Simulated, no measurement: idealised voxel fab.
process module | voxel released beams
cross-section cut | 225 nm wide | cells 5 nm
A cross-section is a grid of square cells, given in bands from the top down. A band is one or more rows of cells.
Each band's line starts with the height of the band's top and of its bottom, in nm. Then come its materials from left to right, each with its width in nm. One material with "throughout" fills the band from edge to edge. "air" is empty space.
Height 0 is the level under which the wafer as received is all one material. The lowest band goes on downwards, as in "0 down".
A width such as "30 to 40" changes by the same amount from each row of cells to the next, from the band's top row to its bottom row.
"no change" after a step means that no cell of the cross-section changed.
closed voids: empty space of 8 cells or more with no open way to the top, each as width x height at its distance from the left edge, in nm
after a step's settings: what the simulator itself notes on the step
overlay nm, on a step with a mask: how far to the right of its planned place the mask lay; to the left if negative
plan
1 op RECEIVE | material Si
2 op CONFORMAL_DEP | material Al2O3 | thk nm 5
3 op DIRECTIONAL_DEP | material SiO2 | thk nm 20
4 op MASKED_ETCH | tone open | mask id ANCHOR | width nm 40 | etch materials SiO2 | depth nm 20 | overlay nm 0
5 op CONFORMAL_DEP | material SiN | thk nm 15
6 op MASKED_ETCH | tone cover | mask id BEAM | width nm 120 | etch materials SiN | depth nm 15 | overlay nm 0
7 op STRIP | etch materials SiO2
as received, after step 1
  0 down: Si throughout
  closed voids: none
first wafer at the end, as planned
  40 to 25: air 50 | SiN 20 | air 10 | SiN 90 | air 55
  25 to 20: air 55 | SiN 15 | air 10 | SiN 15 | air 130
  20 to 5: air 55 | SiN 40 | air 130
  5 to 0: Al2O3 throughout
  0 down: Si throughout
  closed voids: none
second wafer at the end: like start, like plan, one mistake
  20 to 5: air 50 | SiN 120 | air 55
  5 to 0: Al2O3 throughout
  0 down: Si throughout
  closed voids: none
what went wrong: step 3 was left out
at the end the second wafer has, in cells: 24 fewer of SiN
